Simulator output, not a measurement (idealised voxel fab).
The process module that follows is named voxel wiring stack.
cross-section cut | 285 nm wide | cells 5 nm
The cross-sections in this document take the form of a grid made of square cells. They are written out as bands, in order from top to bottom. Each band consists of one or more rows of cells. It is stipulated that each band's entry specify, in nanometres, the height of the top of the band and then that of its bottom, followed by the materials of the band in left-to-right sequence, each together with its width in nanometres. A single material marked by the word "edge to edge" is understood to fill the band from edge to edge; the word "air" is understood to denote empty space. For the purposes of this specification, 0 denotes the height below which the wafer in its as-received condition is composed wholly of one material, and the lowermost band, lacking a lower limit, extends downward without end, as expressed in "0..down". The expression "30..40" gives the width at the extremes of the band, the first number at its top row of cells and the second at its bottom row, with the width changing by equal amounts from each row to the next in between. Basically "no modification" means that step didn't change any cell in the cross-section. So "Sealed void inventory" is basically the list of trapped voids: any empty space of 8 cells or more that can't reach the top through an opening. They're written width x height at distance, the distance being from the left edge, and it's all nm. That trailing text on a step's line, after the settings, is the simulator's own remark on the step. overlay nm: on a step with a mask, how far right of its planned place the mask lay; negative means left.
So here's the lineup of process steps we planned
- 1: RECEIVE,material Si
- 2: CONFORMAL_DEP,material SiO2,thk nm 15
- 3: DIRECTIONAL_DEP,material TiN,thk nm 5
- 4: DIRECTIONAL_DEP,material Ru,thk nm 15
- 5: PATTERN,tone cover,mask id METAL_1,material resist,width nm 30,pitch nm 45,thk nm 15,overlay nm 0
- 6: DIRECTIONAL_ETCH,etch materials Ru,depth nm 15
- 7: DIRECTIONAL_ETCH,etch materials TiN,depth nm 5
- 8: STRIP,etch materials resist
- 9: CONFORMAL_DEP,material SiCN,thk nm 5
- 10: FILL_DEP,material SiO2,thk nm 10
- 11: CMP,height nm 35
- 12: CONFORMAL_DEP,material SiCN,thk nm 5
- 13: DIRECTIONAL_DEP,material lowk,thk nm 20
- 14: DIRECTIONAL_DEP,material aC,thk nm 10
- 15: PATTERN,tone open,mask id PLUG_1,material resist,width nm 15,thk nm 25,overlay nm 0
- 16: DIRECTIONAL_ETCH,etch materials aC,depth nm 10
- 17: STRIP,etch materials resist
- 18: DIRECTIONAL_ETCH,etch materials lowk,depth nm 20
- 19: DIRECTIONAL_ETCH,etch materials SiCN,depth nm 5
- 20: STRIP,etch materials aC
- 21: CONFORMAL_DEP,material TiN,thk nm 5
- 22: FILL_DEP,material W,thk nm 10
- 23: CMP,height nm 60
- 24: CONFORMAL_DEP,material SiCN,thk nm 5
- 25: DIRECTIONAL_DEP,material SiO2,thk nm 15
- 26: MASKED_ETCH,tone open,mask id METAL_2,width nm 30,pitch nm 45,etch materials SiO2,depth nm 15,overlay nm 0
- 27: MASKED_ETCH,tone open,mask id METAL_2,width nm 30,pitch nm 45,etch materials SiCN,depth nm 5,overlay nm 0
- 28: CONFORMAL_DEP,material TiN,thk nm 5
- 29: FILL_DEP,material Cu,thk nm 10
- 30: CMP,height nm 80
- 31: CONFORMAL_DEP,material SiCN,thk nm 5
- 32: DIRECTIONAL_DEP,material lowk,thk nm 10
- 33: MASKED_ETCH,tone open,mask id PLUG_2,width nm 15,etch materials lowk,depth nm 10,overlay nm 0
- 34: MASKED_ETCH,tone open,mask id PLUG_2,width nm 15,etch materials SiCN,depth nm 5,overlay nm 0
- 35: EPI,material Ru,thk nm 10
- 36: EPI,material Ru,thk nm 5
- 37: CONFORMAL_DEP,material SiN,thk nm 5
- 38: DIRECTIONAL_DEP,material SiO2,thk nm 15
- 39: DIRECTIONAL_DEP,material aC,thk nm 15
- 40: PATTERN,tone open,mask id METAL_3,material resist,width nm 30,pitch nm 45,thk nm 35,overlay nm 0
- 41: DIRECTIONAL_ETCH,etch materials aC,depth nm 15
- 42: STRIP,etch materials resist
- 43: DIRECTIONAL_ETCH,etch materials SiO2,depth nm 15
- 44: DIRECTIONAL_ETCH,etch materials SiN,depth nm 5
- 45: STRIP,etch materials aC
- 46: CONFORMAL_DEP,material TiN,thk nm 5
- 47: FILL_DEP,material Ru,thk nm 10
- 48: CMP,height nm 115
- 49: CONFORMAL_DEP,material SiCN,thk nm 5
- 50: DIRECTIONAL_DEP,material lowk,thk nm 30
- 51: PATTERN,tone open,mask id METAL_4_HOLES,material resist,width nm 15,thk nm 20,overlay nm 0
- 52: DIRECTIONAL_ETCH,etch materials lowk,depth nm 30
- 53: STRIP,etch materials resist
- 54: PATTERN,tone open,mask id METAL_4,material resist,width nm 30,pitch nm 45,thk nm 15,overlay nm 0
- 55: DIRECTIONAL_ETCH,etch materials lowk,depth nm 20
- 56: DIRECTIONAL_ETCH,etch materials SiCN,depth nm 5
- 57: STRIP,etch materials resist
- 58: CONFORMAL_DEP,material TiN,thk nm 5
- 59: FILL_DEP,material Cu,thk nm 5
- 60: CMP,height nm 150
- 61: CONFORMAL_DEP,material SiN,thk nm 5
The first wafer of two, processed as planned
This is the cross-section of the wafer as we received it, i.e. after step 1
- 0..down = Si edge to edge
- Sealed void inventory: none
Once step 2 is through, the wafer looks like this in cross-section
- 15..0 = SiO2 edge to edge
- Anything lower than 0 is untouched.
Once step 3 is through, the wafer looks like this in cross-section
- 20..15 = TiN edge to edge
- Anything lower than 15 is untouched.
Once step 4 is through, the wafer looks like this in cross-section
- 35..20 = Ru edge to edge
- Anything lower than 20 is untouched.
Once step 5 is through, the wafer looks like this in cross-section
- 50..35 = 105 of air, 30 of resist, 15 of air, 30 of resist, 105 of air
- Anything lower than 35 is untouched.
Once step 6 is through, the wafer looks like this in cross-section
- 50..35 = 105 of air, 30 of resist, 15 of air, 30 of resist, 105 of air
- 35..20 = 105 of air, 30 of Ru, 15 of air, 30 of Ru, 105 of air
- Anything lower than 20 is untouched.
Once step 7 is through, the wafer looks like this in cross-section
- 50..35 = 105 of air, 30 of resist, 15 of air, 30 of resist, 105 of air
- 35..20 = 105 of air, 30 of Ru, 15 of air, 30 of Ru, 105 of air
- 20..15 = 105 of air, 30 of TiN, 15 of air, 30 of TiN, 105 of air
- Anything lower than 15 is untouched.
Once step 8 is through, the wafer looks like this in cross-section
- 35..20 = 105 of air, 30 of Ru, 15 of air, 30 of Ru, 105 of air
- Anything lower than 20 is untouched.
Once step 9 is through, the wafer looks like this in cross-section
- 40..35 = 100 of air, 40 of SiCN, 5 of air, 40 of SiCN, 100 of air
- 35..20 = 100 of air, 5 of SiCN, 30 of Ru, 5 of SiCN, 5 of air, 5 of SiCN, 30 of Ru, 5 of SiCN, 100 of air
- 20..15 = 105 of SiCN, 30 of TiN, 15 of SiCN, 30 of TiN, 105 of SiCN
- Anything lower than 15 is untouched.
Once step 10 is through, the wafer looks like this in cross-section
- 50..40 = SiO2 edge to edge
- 40..35 = 100 of SiO2, 40 of SiCN, 5 of SiO2, 40 of SiCN, 100 of SiO2
- 35..20 = 100 of SiO2, 5 of SiCN, 30 of Ru, 5 of SiCN, 5 of SiO2, 5 of SiCN, 30 of Ru, 5 of SiCN, 100 of SiO2
- Anything lower than 20 is untouched.
Once step 11 is through, the wafer looks like this in cross-section
- 35..20 = 100 of SiO2, 5 of SiCN, 30 of Ru, 5 of SiCN, 5 of SiO2, 5 of SiCN, 30 of Ru, 5 of SiCN, 100 of SiO2
- Anything lower than 20 is untouched.
Once step 12 is through, the wafer looks like this in cross-section
- 40..35 = SiCN edge to edge
- Anything lower than 35 is untouched.
Once step 13 is through, the wafer looks like this in cross-section
- 60..40 = lowk edge to edge
- Anything lower than 40 is untouched.
Once step 14 is through, the wafer looks like this in cross-section
- 70..60 = aC edge to edge
- Anything lower than 60 is untouched.
Once step 15 is through, the wafer looks like this in cross-section
- 95..70 = 105 of resist, 15 of air, 165 of resist
- Anything lower than 70 is untouched.
Once step 16 is through, the wafer looks like this in cross-section
- 85..70 = 105 of resist, 15 of air, 165 of resist
- 70..60 = 105 of aC, 15 of air, 165 of aC
- Anything lower than 60 is untouched.
Once step 17 is through, the wafer looks like this in cross-section
- 70..60 = 105 of aC, 15 of air, 165 of aC
- Anything lower than 60 is untouched.
Once step 18 is through, the wafer looks like this in cross-section
- 70..60 = 105 of aC, 15 of air, 165 of aC
- 60..40 = 105 of lowk, 15 of air, 165 of lowk
- Anything lower than 40 is untouched.
Once step 19 is through, the wafer looks like this in cross-section
- 70..60 = 105 of aC, 15 of air, 165 of aC
- 60..40 = 105 of lowk, 15 of air, 165 of lowk
- 40..35 = 105 of SiCN, 15 of air, 165 of SiCN
- Anything lower than 35 is untouched.
Once step 20 is through, the wafer looks like this in cross-section
- 60..40 = 105 of lowk, 15 of air, 165 of lowk
- Anything lower than 40 is untouched.
Once step 21 is through, the wafer looks like this in cross-section
- 65..60 = 110 of TiN, 5 of air, 170 of TiN
- 60..40 = 105 of lowk, 5 of TiN, 5 of air, 5 of TiN, 165 of lowk
- 40..35 = 105 of SiCN, 15 of TiN, 165 of SiCN
- Anything lower than 35 is untouched.
Once step 22 is through, the wafer looks like this in cross-section
- 75..65 = W edge to edge
- 65..60 = 110 of TiN, 5 of W, 170 of TiN
- 60..40 = 105 of lowk, 5 of TiN, 5 of W, 5 of TiN, 165 of lowk
- Anything lower than 40 is untouched.
Once step 23 is through, the wafer looks like this in cross-section
- 60..40 = 105 of lowk, 5 of TiN, 5 of W, 5 of TiN, 165 of lowk
- Anything lower than 40 is untouched.
Once step 24 is through, the wafer looks like this in cross-section
- 65..60 = SiCN edge to edge
- Anything lower than 60 is untouched.
Once step 25 is through, the wafer looks like this in cross-section
- 80..65 = SiO2 edge to edge
- Anything lower than 65 is untouched.
Once step 26 is through, the wafer looks like this in cross-section
- 80..65 = 105 of SiO2, 30 of air, 15 of SiO2, 30 of air, 105 of SiO2
- Anything lower than 65 is untouched.
Once step 27 is through, the wafer looks like this in cross-section
- 80..65 = 105 of SiO2, 30 of air, 15 of SiO2, 30 of air, 105 of SiO2
- 65..60 = 105 of SiCN, 30 of air, 15 of SiCN, 30 of air, 105 of SiCN
- Anything lower than 60 is untouched.
Once step 28 is through, the wafer looks like this in cross-section
- 85..80 = 110 of TiN, 20 of air, 25 of TiN, 20 of air, 110 of TiN
- 80..65 = 105 of SiO2, 5 of TiN, 20 of air, 5 of TiN, 15 of SiO2, 5 of TiN, 20 of air, 5 of TiN, 105 of SiO2
- 65..60 = 105 of SiCN, 30 of TiN, 15 of SiCN, 30 of TiN, 105 of SiCN
- Anything lower than 60 is untouched.
Once step 29 is through, the wafer looks like this in cross-section
- 95..85 = Cu edge to edge
- 85..80 = 110 of TiN, 20 of Cu, 25 of TiN, 20 of Cu, 110 of TiN
- 80..65 = 105 of SiO2, 5 of TiN, 20 of Cu, 5 of TiN, 15 of SiO2, 5 of TiN, 20 of Cu, 5 of TiN, 105 of SiO2
- Anything lower than 65 is untouched.
Once step 30 is through, the wafer looks like this in cross-section
- 80..65 = 105 of SiO2, 5 of TiN, 20 of Cu, 5 of TiN, 15 of SiO2, 5 of TiN, 20 of Cu, 5 of TiN, 105 of SiO2
- Anything lower than 65 is untouched.
Once step 31 is through, the wafer looks like this in cross-section
- 85..80 = SiCN edge to edge
- Anything lower than 80 is untouched.
Once step 32 is through, the wafer looks like this in cross-section
- 95..85 = lowk edge to edge
- Anything lower than 85 is untouched.
Once step 33 is through, the wafer looks like this in cross-section
- 95..85 = 105 of lowk, 15 of air, 165 of lowk
- Anything lower than 85 is untouched.
Once step 34 is through, the wafer looks like this in cross-section
- 95..85 = 105 of lowk, 15 of air, 165 of lowk
- 85..80 = 105 of SiCN, 15 of air, 165 of SiCN
- Anything lower than 80 is untouched.
Once step 35 is through, the wafer looks like this in cross-section
- 95..90 = 105 of lowk, 15 of air, 165 of lowk
- 90..85 = 105 of lowk, 15 of Ru, 165 of lowk
- 85..80 = 105 of SiCN, 15 of Ru, 165 of SiCN
- Anything lower than 80 is untouched.
Once step 36 is through, the wafer looks like this in cross-section
- 95..85 = 105 of lowk, 15 of Ru, 165 of lowk
- Anything lower than 85 is untouched.
Once step 37 is through, the wafer looks like this in cross-section
- 100..95 = SiN edge to edge
- Anything lower than 95 is untouched.
Once step 38 is through, the wafer looks like this in cross-section
- 115..100 = SiO2 edge to edge
- Anything lower than 100 is untouched.
Once step 39 is through, the wafer looks like this in cross-section
- 130..115 = aC edge to edge
- Anything lower than 115 is untouched.
Once step 40 is through, the wafer looks like this in cross-section
- 165..130 = 105 of resist, 30 of air, 15 of resist, 30 of air, 105 of resist
- Anything lower than 130 is untouched.
Once step 41 is through, the wafer looks like this in cross-section
- 150..130 = 105 of resist, 30 of air, 15 of resist, 30 of air, 105 of resist
- 130..115 = 105 of aC, 30 of air, 15 of aC, 30 of air, 105 of aC
- Anything lower than 115 is untouched.
Once step 42 is through, the wafer looks like this in cross-section
- 130..115 = 105 of aC, 30 of air, 15 of aC, 30 of air, 105 of aC
- Anything lower than 115 is untouched.
Once step 43 is through, the wafer looks like this in cross-section
- 130..115 = 105 of aC, 30 of air, 15 of aC, 30 of air, 105 of aC
- 115..100 = 105 of SiO2, 30 of air, 15 of SiO2, 30 of air, 105 of SiO2
- Anything lower than 100 is untouched.
Once step 44 is through, the wafer looks like this in cross-section
- 130..115 = 105 of aC, 30 of air, 15 of aC, 30 of air, 105 of aC
- 115..100 = 105 of SiO2, 30 of air, 15 of SiO2, 30 of air, 105 of SiO2
- 100..95 = 105 of SiN, 30 of air, 15 of SiN, 30 of air, 105 of SiN
- Anything lower than 95 is untouched.
Once step 45 is through, the wafer looks like this in cross-section
- 115..100 = 105 of SiO2, 30 of air, 15 of SiO2, 30 of air, 105 of SiO2
- Anything lower than 100 is untouched.
Once step 46 is through, the wafer looks like this in cross-section
- 120..115 = 110 of TiN, 20 of air, 25 of TiN, 20 of air, 110 of TiN
- 115..100 = 105 of SiO2, 5 of TiN, 20 of air, 5 of TiN, 15 of SiO2, 5 of TiN, 20 of air, 5 of TiN, 105 of SiO2
- 100..95 = 105 of SiN, 30 of TiN, 15 of SiN, 30 of TiN, 105 of SiN
- Anything lower than 95 is untouched.
Once step 47 is through, the wafer looks like this in cross-section
- 130..120 = Ru edge to edge
- 120..115 = 110 of TiN, 20 of Ru, 25 of TiN, 20 of Ru, 110 of TiN
- 115..100 = 105 of SiO2, 5 of TiN, 20 of Ru, 5 of TiN, 15 of SiO2, 5 of TiN, 20 of Ru, 5 of TiN, 105 of SiO2
- Anything lower than 100 is untouched.
Once step 48 is through, the wafer looks like this in cross-section
- 115..100 = 105 of SiO2, 5 of TiN, 20 of Ru, 5 of TiN, 15 of SiO2, 5 of TiN, 20 of Ru, 5 of TiN, 105 of SiO2
- Anything lower than 100 is untouched.
Once step 49 is through, the wafer looks like this in cross-section
- 120..115 = SiCN edge to edge
- Anything lower than 115 is untouched.
Once step 50 is through, the wafer looks like this in cross-section
- 150..120 = lowk edge to edge
- Anything lower than 120 is untouched.
Once step 51 is through, the wafer looks like this in cross-section
- 170..150 = 105 of resist, 15 of air, 165 of resist
- Anything lower than 150 is untouched.
Once step 52 is through, the wafer looks like this in cross-section
- 170..150 = 105 of resist, 15 of air, 165 of resist
- 150..120 = 105 of lowk, 15 of air, 165 of lowk
- Anything lower than 120 is untouched.
Once step 53 is through, the wafer looks like this in cross-section
- 150..120 = 105 of lowk, 15 of air, 165 of lowk
- Anything lower than 120 is untouched.
Once step 54 is through, the wafer looks like this in cross-section
- 165..150 = 105 of resist, 30 of air, 15 of resist, 30 of air, 105 of resist
- Anything lower than 150 is untouched.
Once step 55 is through, the wafer looks like this in cross-section
- 165..150 = 105 of resist, 30 of air, 15 of resist, 30 of air, 105 of resist
- 150..130 = 105 of lowk, 30 of air, 15 of lowk, 30 of air, 105 of lowk
- Anything lower than 130 is untouched.
Once step 56 is through, the wafer looks like this in cross-section
- 165..150 = 105 of resist, 30 of air, 15 of resist, 30 of air, 105 of resist
- 150..130 = 105 of lowk, 30 of air, 15 of lowk, 30 of air, 105 of lowk
- 130..120 = 105 of lowk, 15 of air, 165 of lowk
- 120..115 = 105 of SiCN, 15 of air, 165 of SiCN
- Anything lower than 115 is untouched.
Once step 57 is through, the wafer looks like this in cross-section
- 150..130 = 105 of lowk, 30 of air, 15 of lowk, 30 of air, 105 of lowk
- Anything lower than 130 is untouched.
Once step 58 is through, the wafer looks like this in cross-section
- 155..150 = 110 of TiN, 20 of air, 25 of TiN, 20 of air, 110 of TiN
- 150..135 = 105 of lowk, 5 of TiN, 20 of air, 5 of TiN, 15 of lowk, 5 of TiN, 20 of air, 5 of TiN, 105 of lowk
- 135..130 = 105 of lowk, 5 of TiN, 5 of air, 20 of TiN, 15 of lowk, 30 of TiN, 105 of lowk
- 130..120 = 105 of lowk, 5 of TiN, 5 of air, 5 of TiN, 165 of lowk
- 120..115 = 105 of SiCN, 15 of TiN, 165 of SiCN
- Anything lower than 115 is untouched.
Once step 59 is through, the wafer looks like this in cross-section
- 160..155 = Cu edge to edge
- 155..150 = 110 of TiN, 20 of Cu, 25 of TiN, 20 of Cu, 110 of TiN
- 150..135 = 105 of lowk, 5 of TiN, 20 of Cu, 5 of TiN, 15 of lowk, 5 of TiN, 20 of Cu, 5 of TiN, 105 of lowk
- 135..130 = 105 of lowk, 5 of TiN, 5 of Cu, 20 of TiN, 15 of lowk, 30 of TiN, 105 of lowk
- 130..120 = 105 of lowk, 5 of TiN, 5 of Cu, 5 of TiN, 165 of lowk
- Anything lower than 120 is untouched.
Once step 60 is through, the wafer looks like this in cross-section
- 150..135 = 105 of lowk, 5 of TiN, 20 of Cu, 5 of TiN, 15 of lowk, 5 of TiN, 20 of Cu, 5 of TiN, 105 of lowk
- Anything lower than 135 is untouched.
Once step 61 is through, the wafer looks like this in cross-section
- 155..150 = SiN edge to edge
- Anything lower than 150 is untouched.
Second wafer - shared start and plan with the first - one error in running - same as the first up to step 34 inclusive
Here is the second wafer in cross-section at the point where step 35 of the plan should have been done
- 100..95 = 100 of air, 25 of Ru, 160 of air
- 95..85 = 105 of lowk, 15 of Ru, 165 of lowk
- 85..80 = 105 of SiCN, 15 of Ru, 165 of SiCN
- Anything lower than 80 is untouched.
Here is the second wafer in cross-section at the point where step 36 of the plan should have been done
- 105..95 = 95 of air, 35 of Ru, 155 of air
- Anything lower than 95 is untouched.
Here is the second wafer in cross-section at the point where step 37 of the plan should have been done
- 110..105 = 90 of air, 45 of SiN, 150 of air
- 105..100 = 90 of air, 5 of SiN, 35 of Ru, 5 of SiN, 150 of air
- 100..95 = 95 of SiN, 35 of Ru, 155 of SiN
- Anything lower than 95 is untouched.
Here is the second wafer in cross-section at the point where step 38 of the plan should have been done
- 125..115 = 90 of air, 45 of SiO2, 150 of air
- 115..110 = SiO2 edge to edge
- 110..105 = 90 of SiO2, 45 of SiN, 150 of SiO2
- 105..100 = 90 of SiO2, 5 of SiN, 35 of Ru, 5 of SiN, 150 of SiO2
- Anything lower than 100 is untouched.
Here is the second wafer in cross-section at the point where step 39 of the plan should have been done
- 140..130 = 90 of air, 45 of aC, 150 of air
- 130..125 = aC edge to edge
- 125..115 = 90 of aC, 45 of SiO2, 150 of aC
- Anything lower than 115 is untouched.
Here is the second wafer in cross-section at the point where step 40 of the plan should have been done
- 175..140 = 105 of resist, 30 of air, 15 of resist, 30 of air, 105 of resist
- 140..130 = 90 of resist, 45 of aC, 15 of resist, 30 of air, 105 of resist
- Anything lower than 130 is untouched.
Here is the second wafer in cross-section at the point where step 41 of the plan should have been done
- 160..140 = 105 of resist, 30 of air, 15 of resist, 30 of air, 105 of resist
- 140..130 = 90 of resist, 15 of aC, 30 of air, 15 of resist, 30 of air, 105 of resist
- 130..125 = 105 of aC, 30 of air, 15 of aC, 30 of air, 105 of aC
- 125..115 = 90 of aC, 45 of SiO2, 15 of aC, 30 of air, 105 of aC
- Anything lower than 115 is untouched.
Here is the second wafer in cross-section at the point where step 42 of the plan should have been done
- 140..130 = 90 of air, 15 of aC, 180 of air
- Anything lower than 130 is untouched.
Here is the second wafer in cross-section at the point where step 43 of the plan should have been done
- 140..130 = 90 of air, 15 of aC, 180 of air
- 130..125 = 105 of aC, 30 of air, 15 of aC, 30 of air, 105 of aC
- 125..115 = 90 of aC, 15 of SiO2, 30 of air, 15 of aC, 30 of air, 105 of aC
- 115..110 = 105 of SiO2, 30 of air, 15 of SiO2, 30 of air, 105 of SiO2
- 110..105 = 90 of SiO2, 45 of SiN, 15 of SiO2, 30 of air, 105 of SiO2
- 105..100 = 90 of SiO2, 5 of SiN, 35 of Ru, 5 of SiN, 15 of SiO2, 30 of air, 105 of SiO2
- Anything lower than 100 is untouched.
Here is the second wafer in cross-section at the point where step 44 of the plan should have been done
- 140..130 = 90 of air, 15 of aC, 180 of air
- 130..125 = 105 of aC, 30 of air, 15 of aC, 30 of air, 105 of aC
- 125..115 = 90 of aC, 15 of SiO2, 30 of air, 15 of aC, 30 of air, 105 of aC
- 115..110 = 105 of SiO2, 30 of air, 15 of SiO2, 30 of air, 105 of SiO2
- 110..105 = 90 of SiO2, 15 of SiN, 30 of air, 15 of SiO2, 30 of air, 105 of SiO2
- 105..100 = 90 of SiO2, 5 of SiN, 35 of Ru, 5 of SiN, 15 of SiO2, 30 of air, 105 of SiO2
- 100..95 = 95 of SiN, 35 of Ru, 20 of SiN, 30 of air, 105 of SiN
- Anything lower than 95 is untouched.
Here is the second wafer in cross-section at the point where step 45 of the plan should have been done
- 125..115 = 90 of air, 15 of SiO2, 180 of air
- Anything lower than 115 is untouched.
Here is the second wafer in cross-section at the point where step 46 of the plan should have been done
- 130..125 = 85 of air, 25 of TiN, 175 of air
- 125..120 = 85 of air, 5 of TiN, 15 of SiO2, 5 of TiN, 175 of air
- 120..115 = 90 of TiN, 15 of SiO2, 5 of TiN, 20 of air, 25 of TiN, 20 of air, 110 of TiN
- 115..110 = 105 of SiO2, 5 of TiN, 20 of air, 5 of TiN, 15 of SiO2, 5 of TiN, 20 of air, 5 of TiN, 105 of SiO2
- 110..105 = 90 of SiO2, 15 of SiN, 30 of TiN, 15 of SiO2, 5 of TiN, 20 of air, 5 of TiN, 105 of SiO2
- 105..100 = 90 of SiO2, 5 of SiN, 35 of Ru, 5 of SiN, 15 of SiO2, 5 of TiN, 20 of air, 5 of TiN, 105 of SiO2
- 100..95 = 95 of SiN, 35 of Ru, 20 of SiN, 30 of TiN, 105 of SiN
- Anything lower than 95 is untouched.
Here is the second wafer in cross-section at the point where step 47 of the plan should have been done
- 140..130 = Ru edge to edge
- 130..125 = 85 of Ru, 25 of TiN, 175 of Ru
- 125..120 = 85 of Ru, 5 of TiN, 15 of SiO2, 5 of TiN, 175 of Ru
- 120..115 = 90 of TiN, 15 of SiO2, 5 of TiN, 20 of Ru, 25 of TiN, 20 of Ru, 110 of TiN
- 115..110 = 105 of SiO2, 5 of TiN, 20 of Ru, 5 of TiN, 15 of SiO2, 5 of TiN, 20 of Ru, 5 of TiN, 105 of SiO2
- 110..105 = 90 of SiO2, 15 of SiN, 30 of TiN, 15 of SiO2, 5 of TiN, 20 of Ru, 5 of TiN, 105 of SiO2
- 105..100 = 90 of SiO2, 5 of SiN, 35 of Ru, 5 of SiN, 15 of SiO2, 5 of TiN, 20 of Ru, 5 of TiN, 105 of SiO2
- Anything lower than 100 is untouched.
Here is the second wafer in cross-section at the point where step 48 of the plan should have been done
- 115..110 = 105 of SiO2, 5 of TiN, 20 of Ru, 5 of TiN, 15 of SiO2, 5 of TiN, 20 of Ru, 5 of TiN, 105 of SiO2
- Anything lower than 110 is untouched.
Here is the second wafer in cross-section at the point where step 49 of the plan should have been done
- 120..115 = SiCN edge to edge
- Anything lower than 115 is untouched.
Here is the second wafer in cross-section at the point where step 50 of the plan should have been done
- 150..120 = lowk edge to edge
- Anything lower than 120 is untouched.
Here is the second wafer in cross-section at the point where step 51 of the plan should have been done
- 170..150 = 105 of resist, 15 of air, 165 of resist
- Anything lower than 150 is untouched.
Here is the second wafer in cross-section at the point where step 52 of the plan should have been done
- 170..150 = 105 of resist, 15 of air, 165 of resist
- 150..120 = 105 of lowk, 15 of air, 165 of lowk
- Anything lower than 120 is untouched.
Here is the second wafer in cross-section at the point where step 53 of the plan should have been done
- 150..120 = 105 of lowk, 15 of air, 165 of lowk
- Anything lower than 120 is untouched.
Here is the second wafer in cross-section at the point where step 54 of the plan should have been done
- 165..150 = 105 of resist, 30 of air, 15 of resist, 30 of air, 105 of resist
- Anything lower than 150 is untouched.
Here is the second wafer in cross-section at the point where step 55 of the plan should have been done
- 165..150 = 105 of resist, 30 of air, 15 of resist, 30 of air, 105 of resist
- 150..130 = 105 of lowk, 30 of air, 15 of lowk, 30 of air, 105 of lowk
- Anything lower than 130 is untouched.
Here is the second wafer in cross-section at the point where step 56 of the plan should have been done
- 165..150 = 105 of resist, 30 of air, 15 of resist, 30 of air, 105 of resist
- 150..130 = 105 of lowk, 30 of air, 15 of lowk, 30 of air, 105 of lowk
- 130..120 = 105 of lowk, 15 of air, 165 of lowk
- 120..115 = 105 of SiCN, 15 of air, 165 of SiCN
- Anything lower than 115 is untouched.
Here is the second wafer in cross-section at the point where step 57 of the plan should have been done
- 150..130 = 105 of lowk, 30 of air, 15 of lowk, 30 of air, 105 of lowk
- Anything lower than 130 is untouched.
Here is the second wafer in cross-section at the point where step 58 of the plan should have been done
- 155..150 = 110 of TiN, 20 of air, 25 of TiN, 20 of air, 110 of TiN
- 150..135 = 105 of lowk, 5 of TiN, 20 of air, 5 of TiN, 15 of lowk, 5 of TiN, 20 of air, 5 of TiN, 105 of lowk
- 135..130 = 105 of lowk, 5 of TiN, 5 of air, 20 of TiN, 15 of lowk, 30 of TiN, 105 of lowk
- 130..120 = 105 of lowk, 5 of TiN, 5 of air, 5 of TiN, 165 of lowk
- 120..115 = 105 of SiCN, 15 of TiN, 165 of SiCN
- Anything lower than 115 is untouched.
Here is the second wafer in cross-section at the point where step 59 of the plan should have been done
- 160..155 = Cu edge to edge
- 155..150 = 110 of TiN, 20 of Cu, 25 of TiN, 20 of Cu, 110 of TiN
- 150..135 = 105 of lowk, 5 of TiN, 20 of Cu, 5 of TiN, 15 of lowk, 5 of TiN, 20 of Cu, 5 of TiN, 105 of lowk
- 135..130 = 105 of lowk, 5 of TiN, 5 of Cu, 20 of TiN, 15 of lowk, 30 of TiN, 105 of lowk
- 130..120 = 105 of lowk, 5 of TiN, 5 of Cu, 5 of TiN, 165 of lowk
- Anything lower than 120 is untouched.
Here is the second wafer in cross-section at the point where step 60 of the plan should have been done
- 150..135 = 105 of lowk, 5 of TiN, 20 of Cu, 5 of TiN, 15 of lowk, 5 of TiN, 20 of Cu, 5 of TiN, 105 of lowk
- Anything lower than 135 is untouched.
Here is the second wafer in cross-section at the point where step 61 of the plan should have been done
- 155..150 = SiN edge to edge
- Anything lower than 150 is untouched.
Run error: twice, step 35 of the plan was run
Once processing is complete, comparing cell counts shows that the second wafer has more or fewer of certain materials than the first: 6 more of Ru, 4 more of SiN, 6 fewer of SiO2, 4 fewer of TiN
